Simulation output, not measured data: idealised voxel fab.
The following process module bears the name voxel wiring stack.
We display cut, a cross-section 215 nm in width whose square cells are each 5 nm.
For the purposes of this document, a cross-section shall be understood as a grid of square cells, specified as bands listed in top-to-bottom order, each band consisting of one or more rows of cells.
Band: top and bottom heights (nm) first, top before bottom; then materials from left to right, widths in nm. "throughout" marks a sole material filling the band edge to edge. "empty" denotes empty space.
For the purposes of this specification, 0 denotes the height below which the wafer in its as-received condition is composed wholly of one material, and the lowermost band, lacking a lower limit, extends downward without end, as expressed in "0 nm and below".
Width spec "30 to 40" -> top row of cells at first value, bottom row at second value, equal per-row change in between.
"stayed the same" means the step left every cell of the cross-section as it was.
"Closed voids list" - sealed voids, min. 8 cells, no opening to top; format: width x height at distance (distance from left edge; nm throughout).
Heads up: the bit after the settings on a step's line is the simulator's remark on that step.
The line of a step may include "overlay nm". On a step with a mask, this value is how far to the right of its planned place the mask lay. A negative value means the mask lay to the left.
[The planned process steps are enumerated hereunder]
1 RECEIVE: material Si
2 CONFORMAL_DEP: material SiO2, thk nm 10
3 CONFORMAL_DEP: material SiCN, thk nm 5
4 DIRECTIONAL_DEP: material SiO2, thk nm 15
5 MASKED_ETCH: tone open, mask id METAL_1, width nm 25, pitch nm 50, etch materials SiO2, depth nm 15, overlay nm 0
6 MASKED_ETCH: tone open, mask id METAL_1, width nm 25, pitch nm 50, etch materials SiCN, depth nm 5, overlay nm 0
7 CONFORMAL_DEP: material TiN, thk nm 5
8 FILL_DEP: material W, thk nm 5
9 CMP: height nm 30
10 CONFORMAL_DEP: material SiCN, thk nm 5
11 DIRECTIONAL_DEP: material lowk, thk nm 20
12 PATTERN: tone open, mask id PLUG_1, material resist, width nm 15, pitch nm 100, thk nm 15, overlay nm 0
13 DIRECTIONAL_ETCH: etch materials lowk, depth nm 20
14 DIRECTIONAL_ETCH: etch materials SiCN, depth nm 5
15 STRIP: etch materials resist
16 EPI: material Ru, thk nm 10
17 EPI: material Ru, thk nm 10
18 EPI: material Ru, thk nm 5
19 DIRECTIONAL_DEP: material TiN, thk nm 5
20 DIRECTIONAL_DEP: material Ru, thk nm 20
21 PATTERN: tone cover, mask id METAL_2, material resist, width nm 25, pitch nm 50, thk nm 20, overlay nm 0
22 DIRECTIONAL_ETCH: etch materials Ru, depth nm 20
23 DIRECTIONAL_ETCH: etch materials TiN, depth nm 5
24 STRIP: etch materials resist
25 FILL_DEP: material SiO2, thk nm 10
26 CMP: height nm 80
27 CONFORMAL_DEP: material SiCN, thk nm 5
28 DIRECTIONAL_DEP: material lowk, thk nm 15
29 PATTERN: tone open, mask id PLUG_2, material resist, width nm 15, pitch nm 100, thk nm 20, overlay nm 0
30 DIRECTIONAL_ETCH: etch materials lowk, depth nm 15
31 DIRECTIONAL_ETCH: etch materials SiCN, depth nm 5
32 STRIP: etch materials resist
33 CONFORMAL_DEP: material TiN, thk nm 5
34 FILL_DEP: material Cu, thk nm 5
35 CMP: height nm 100
36 DIRECTIONAL_DEP: material TiN, thk nm 5
37 DIRECTIONAL_DEP: material Ru, thk nm 15
38 MASKED_ETCH: tone cover, mask id METAL_3, width nm 25, pitch nm 50, etch materials Ru, depth nm 15, overlay nm 0
39 MASKED_ETCH: tone cover, mask id METAL_3, width nm 25, pitch nm 50, etch materials TiN, depth nm 5, overlay nm 0
40 FILL_DEP: material SiO2, thk nm 10
41 CMP: height nm 120
42 CONFORMAL_DEP: material SiN, thk nm 5
[Incoming wafer, cross-sectional view, post step 1]
0 nm and below | Si throughout
Closed voids list: none
[Figure: cross-sectional view of the wafer upon completion of the module, processed from the initial state and according to the plan depicted above, with one error introduced during execution]
125 nm to 120 nm | SiN throughout
120 nm to 105 nm | 45 of SiO2  25 of Ru  25 of SiO2  25 of Ru  25 of SiO2  25 of Ru  45 of SiO2
105 nm to 100 nm | 45 of SiO2  25 of TiN  25 of SiO2  25 of TiN  25 of SiO2  25 of TiN  45 of SiO2
100 nm to 85 nm | 45 of lowk  5 of TiN  5 of Cu  5 of TiN  85 of lowk  5 of TiN  5 of Cu  5 of TiN  55 of lowk
85 nm to 80 nm | 45 of SiCN  15 of TiN  85 of SiCN  15 of TiN  55 of SiCN
80 nm to 60 nm | 45 of lowk  25 of Ru  25 of lowk  25 of Ru  25 of lowk  25 of Ru  45 of lowk
60 nm to 55 nm | 45 of lowk  25 of TiN  25 of lowk  25 of TiN  25 of lowk  25 of TiN  45 of lowk
55 nm to 35 nm | 45 of lowk  15 of Ru  85 of lowk  15 of Ru  55 of lowk
35 nm to 30 nm | 45 of SiCN  15 of Ru  85 of SiCN  15 of Ru  55 of SiCN
30 nm to 15 nm | 45 of SiO2  5 of TiN  15 of W  5 of TiN  25 of SiO2  5 of TiN  15 of W  5 of TiN  25 of SiO2  5 of TiN  15 of W  5 of TiN  45 of SiO2
15 nm to 10 nm | 45 of SiCN  25 of TiN  25 of SiCN  25 of TiN  25 of SiCN  25 of TiN  45 of SiCN
10 nm to 0 nm | SiO2 throughout
0 nm and below | Si throughout
Closed voids list: none
The plan and the run diverged here: step 25 off recipe, ran as FILL_DEP: material lowk, thk nm 10
